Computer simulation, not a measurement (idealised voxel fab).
You're looking at the process module voxel air gaps.
Displayed cross-section: cut, width of 220 nm, square cells sized 5 nm.
Throughout this document, each cross-section is represented as a grid of square cells and is presented as a sequence of bands enumerated from the top downward, where a band comprises one or more rows of cells. Heads up on the band format: heights come first, top then bottom, in nm. After that it's the materials left to right, each with its width in nm. A single material flagged "everywhere" fills the whole band edge to edge, and "empty" means there's empty space there. Heights are measured from 0, the level below which the as-received wafer is all one material; the lowest band has no bottom and continues downward, written as in "0 -> down". Graded width ("30..40"): value in top row of band = first number; value in bottom row = second number; row-to-row change constant. "no change" for a step: no cell of the cross-section changed in that step. Listed in "Unvented internal voids": every empty space of 8 or more cells without an open way to the top. Form: width x height at distance, the distance being from the left edge, all in nm. That trailing text on a step's line, after the settings, is the simulator's own remark on the step. overlay nm: mask right of planned place by this much (step with mask). Neg. = left.

-- The following list gives the planned process steps
1: RECEIVE | material Si
2: CONFORMAL_DEP | material SiO2 | thk nm 10
3: CONFORMAL_DEP | material SiN | thk nm 5
4: DIRECTIONAL_DEP | material SiO2 | thk nm 40
5: MASKED_ETCH | tone open | mask id LINES | width nm 15 | pitch nm 40 | etch materials SiO2 | depth nm 40 | overlay nm 0
6: CONFORMAL_DEP | material TiN | thk nm 5
7: FILL_DEP | material Ru | thk nm 5
8: CMP | height nm 55
9: EPI | material Ru | thk nm 10
10: SELECTIVE_ETCH | etch materials SiO2 | depth nm 50
11: CONFORMAL_DEP | material SiCN | thk nm 5

-- The first wafer of two, processed as planned

-- Cross-section of the wafer as it came to us, i.e., already through step 1
	0 -> down = Si everywhere
	Unvented internal voids: none

-- After step 2: wafer cross-section
	10 -> 0 = SiO2 everywhere
	Everything under 0 stays put, no change at all.

-- After step 3: wafer cross-section
	15 -> 10 = SiN everywhere
	Everything under 10 stays put, no change at all.

-- After step 4: wafer cross-section
	55 -> 15 = SiO2 everywhere
	Everything under 15 stays put, no change at all.

-- After step 5: wafer cross-section
	55 -> 15 = SiO2 60  empty 15  SiO2 25  empty 15  SiO2 25  empty 15  SiO2 65
	Everything under 15 stays put, no change at all.

-- After step 6: wafer cross-section
	60 -> 55 = TiN 65  empty 5  TiN 35  empty 5  TiN 35  empty 5  TiN 70
	55 -> 20 = SiO2 60  TiN 5  empty 5  TiN 5  SiO2 25  TiN 5  empty 5  TiN 5  SiO2 25  TiN 5  empty 5  TiN 5  SiO2 65
	20 -> 15 = SiO2 60  TiN 15  SiO2 25  TiN 15  SiO2 25  TiN 15  SiO2 65
	Everything under 15 stays put, no change at all.

-- After step 7: wafer cross-section
	65 -> 60 = Ru everywhere
	60 -> 55 = TiN 65  Ru 5  TiN 35  Ru 5  TiN 35  Ru 5  TiN 70
	55 -> 20 = SiO2 60  TiN 5  Ru 5  TiN 5  SiO2 25  TiN 5  Ru 5  TiN 5  SiO2 25  TiN 5  Ru 5  TiN 5  SiO2 65
	Everything under 20 stays put, no change at all.

-- After step 8: wafer cross-section
	55 -> 20 = SiO2 60  TiN 5  Ru 5  TiN 5  SiO2 25  TiN 5  Ru 5  TiN 5  SiO2 25  TiN 5  Ru 5  TiN 5  SiO2 65
	Everything under 20 stays put, no change at all.

-- After step 9: wafer cross-section
	65 -> 55 = empty 50  Ru 35  empty 5  Ru 35  empty 5  Ru 35  empty 55
	Everything under 55 stays put, no change at all.

-- After step 10: wafer cross-section
	65 -> 55 = empty 50  Ru 35  empty 5  Ru 35  empty 5  Ru 35  empty 55
	55 -> 20 = empty 60  TiN 5  Ru 5  TiN 5  empty 25  TiN 5  Ru 5  TiN 5  empty 25  TiN 5  Ru 5  TiN 5  empty 65
	20 -> 15 = empty 60  TiN 15  empty 25  TiN 15  empty 25  TiN 15  empty 65
	Everything under 15 stays put, no change at all.

-- After step 11: wafer cross-section
	70 -> 65 = empty 45  SiCN 125  empty 50
	65 -> 55 = empty 45  SiCN 5  Ru 35  SiCN 5  Ru 35  SiCN 5  Ru 35  SiCN 5  empty 50
	55 -> 50 = empty 45  SiCN 15  TiN 5  Ru 5  TiN 5  SiCN 25  TiN 5  Ru 5  TiN 5  SiCN 25  TiN 5  Ru 5  TiN 5  SiCN 15  empty 50
	50 -> 20 = empty 55  SiCN 5  TiN 5  Ru 5  TiN 5  SiCN 5  empty 15  SiCN 5  TiN 5  Ru 5  TiN 5  SiCN 5  empty 15  SiCN 5  TiN 5  Ru 5  TiN 5  SiCN 5  empty 60
	20 -> 15 = SiCN 60  TiN 15  SiCN 25  TiN 15  SiCN 25  TiN 15  SiCN 65
	Everything under 15 stays put, no change at all.
	Unvented internal voids: 15 x 30 at 80; 15 x 30 at 120

-- The remaining wafer, second of the two, started like the first and was run to the same plan, except that one mistake was made along the way; the two coincide through step 4, inclusive

-- What the second wafer looks like in cross-section when step 5 should have wrapped up
	55 -> 15 = empty 60  SiO2 15  empty 25  SiO2 15  empty 25  SiO2 15  empty 65
	Everything under 15 stays put, no change at all.

-- What the second wafer looks like in cross-section when step 6 should have wrapped up
	60 -> 55 = empty 55  TiN 25  empty 15  TiN 25  empty 15  TiN 25  empty 60
	55 -> 20 = empty 55  TiN 5  SiO2 15  TiN 5  empty 15  TiN 5  SiO2 15  TiN 5  empty 15  TiN 5  SiO2 15  TiN 5  empty 60
	20 -> 15 = TiN 60  SiO2 15  TiN 25  SiO2 15  TiN 25  SiO2 15  TiN 65
	Everything under 15 stays put, no change at all.

-- What the second wafer looks like in cross-section when step 7 should have wrapped up
	65 -> 60 = Ru everywhere
	60 -> 55 = Ru 55  TiN 25  Ru 15  TiN 25  Ru 15  TiN 25  Ru 60
	55 -> 20 = Ru 55  TiN 5  SiO2 15  TiN 5  Ru 15  TiN 5  SiO2 15  TiN 5  Ru 15  TiN 5  SiO2 15  TiN 5  Ru 60
	Everything under 20 stays put, no change at all.

-- What the second wafer looks like in cross-section when step 8 should have wrapped up
	55 -> 20 = Ru 55  TiN 5  SiO2 15  TiN 5  Ru 15  TiN 5  SiO2 15  TiN 5  Ru 15  TiN 5  SiO2 15  TiN 5  Ru 60
	Everything under 20 stays put, no change at all.

-- What the second wafer looks like in cross-section when step 9 should have wrapped up
	65 -> 55 = Ru everywhere
	Everything under 55 stays put, no change at all.

What the second wafer looks like in cross-section when step 10 should have wrapped up: no change

-- What the second wafer looks like in cross-section when step 11 should have wrapped up
	70 -> 65 = SiCN everywhere
	Everything under 65 stays put, no change at all.
Misprocessing identified: step 5 ran differently from the plan; actual operation with settings: MASKED_ETCH | tone cover | mask id LINES | width nm 15 | pitch nm 40 | etch materials SiO2 | depth nm 40 | overlay nm 0
Final cells, second wafer relative to first, materials higher or lower: Ru +228; SiCN -76; SiO2 +72; TiN +26
The first wafer finishes with 2 closed voids, while the second finishes with 0.
